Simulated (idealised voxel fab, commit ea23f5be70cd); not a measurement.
process module | voxel plated lines
cross-section cut | 140 nm wide | cells 5 nm
A cross-section is a grid of square cells, given in bands from the top down. A band is one or more rows of cells.
Each band's line starts with the height of the band's top and of its bottom, in nm. Then come its materials from left to right, each with its width in nm. One material with "throughout" fills the band from edge to edge. "air" is empty space.
Height 0 is the level under which the wafer as received is all one material. The lowest band goes on downwards, as in "0 down".
A width such as "30 to 40" changes by the same amount from each row of cells to the next, from the band's top row to its bottom row.
"no change" after a step means that no cell of the cross-section changed.
closed voids: empty space of 8 cells or more with no open way to the top, each as width x height at its distance from the left edge, in nm
after a step's settings: what the simulator itself notes on the step
overlay nm, on a step with a mask: how far to the right of its planned place the mask lay; to the left if negative
plan
1 op RECEIVE | material Si
2 op CONFORMAL_DEP | material SiN | thk nm 5
3 op DIRECTIONAL_DEP | material TiN | thk nm 5
4 op PATTERN | tone open | mask id LINES | material resist | width nm 20 | pitch nm 45 | thk nm 20 | overlay nm 0
5 op EPI | material Ru | thk nm 10
6 op STRIP | etch materials resist
7 op DIRECTIONAL_ETCH | etch materials TiN | depth nm 5
8 op CONFORMAL_DEP | material SiCN | thk nm 10
first wafer, as planned
as received, after step 1
  0 down: Si throughout
  closed voids: none
after step 2
  5 to 0: SiN throughout
  below 0: unchanged
after step 3
  10 to 5: TiN throughout
  below 5: unchanged
after step 4
  30 to 10: resist 15 | air 20 | resist 25 | air 20 | resist 25 | air 20 | resist 15
  below 10: unchanged
after step 5
  30 to 20: resist 15 | air 20 | resist 25 | air 20 | resist 25 | air 20 | resist 15
  20 to 10: resist 15 | Ru 20 | resist 25 | Ru 20 | resist 25 | Ru 20 | resist 15
  below 10: unchanged
after step 6
  20 to 10: air 15 | Ru 20 | air 25 | Ru 20 | air 25 | Ru 20 | air 15
  below 10: unchanged
after step 7
  20 to 10: air 15 | Ru 20 | air 25 | Ru 20 | air 25 | Ru 20 | air 15
  10 to 5: air 15 | TiN 20 | air 25 | TiN 20 | air 25 | TiN 20 | air 15
  below 5: unchanged
after step 8
  30 to 20: air 5 | SiCN 40 | air 5 | SiCN 40 | air 5 | SiCN 40 | air 5
  20 to 15: air 5 | SiCN 10 | Ru 20 | SiCN 10 | air 5 | SiCN 10 | Ru 20 | SiCN 10 | air 5 | SiCN 10 | Ru 20 | SiCN 10 | air 5
  15 to 10: SiCN 15 | Ru 20 | SiCN 25 | Ru 20 | SiCN 25 | Ru 20 | SiCN 15
  10 to 5: SiCN 15 | TiN 20 | SiCN 25 | TiN 20 | SiCN 25 | TiN 20 | SiCN 15
  below 5: unchanged
second wafer: like start, like plan, one mistake. Through step 1 it matches the first wafer
when step 2 should have ended
  15 to 0: SiN throughout
  below 0: unchanged
when step 3 should have ended
  20 to 15: TiN throughout
  below 15: unchanged
when step 4 should have ended
  40 to 20: resist 15 | air 20 | resist 25 | air 20 | resist 25 | air 20 | resist 15
  below 20: unchanged
when step 5 should have ended
  40 to 30: resist 15 | air 20 | resist 25 | air 20 | resist 25 | air 20 | resist 15
  30 to 20: resist 15 | Ru 20 | resist 25 | Ru 20 | resist 25 | Ru 20 | resist 15
  below 20: unchanged
when step 6 should have ended
  30 to 20: air 15 | Ru 20 | air 25 | Ru 20 | air 25 | Ru 20 | air 15
  below 20: unchanged
when step 7 should have ended
  30 to 20: air 15 | Ru 20 | air 25 | Ru 20 | air 25 | Ru 20 | air 15
  20 to 15: air 15 | TiN 20 | air 25 | TiN 20 | air 25 | TiN 20 | air 15
  below 15: unchanged
when step 8 should have ended
  40 to 30: air 5 | SiCN 40 | air 5 | SiCN 40 | air 5 | SiCN 40 | air 5
  30 to 25: air 5 | SiCN 10 | Ru 20 | SiCN 10 | air 5 | SiCN 10 | Ru 20 | SiCN 10 | air 5 | SiCN 10 | Ru 20 | SiCN 10 | air 5
  25 to 20: SiCN 15 | Ru 20 | SiCN 25 | Ru 20 | SiCN 25 | Ru 20 | SiCN 15
  20 to 15: SiCN 15 | TiN 20 | SiCN 25 | TiN 20 | SiCN 25 | TiN 20 | SiCN 15
  below 15: unchanged
what went wrong: step 2 ran as: op CONFORMAL_DEP | material SiN | thk nm 15
at the end the second wafer has, in cells: 56 more of SiN
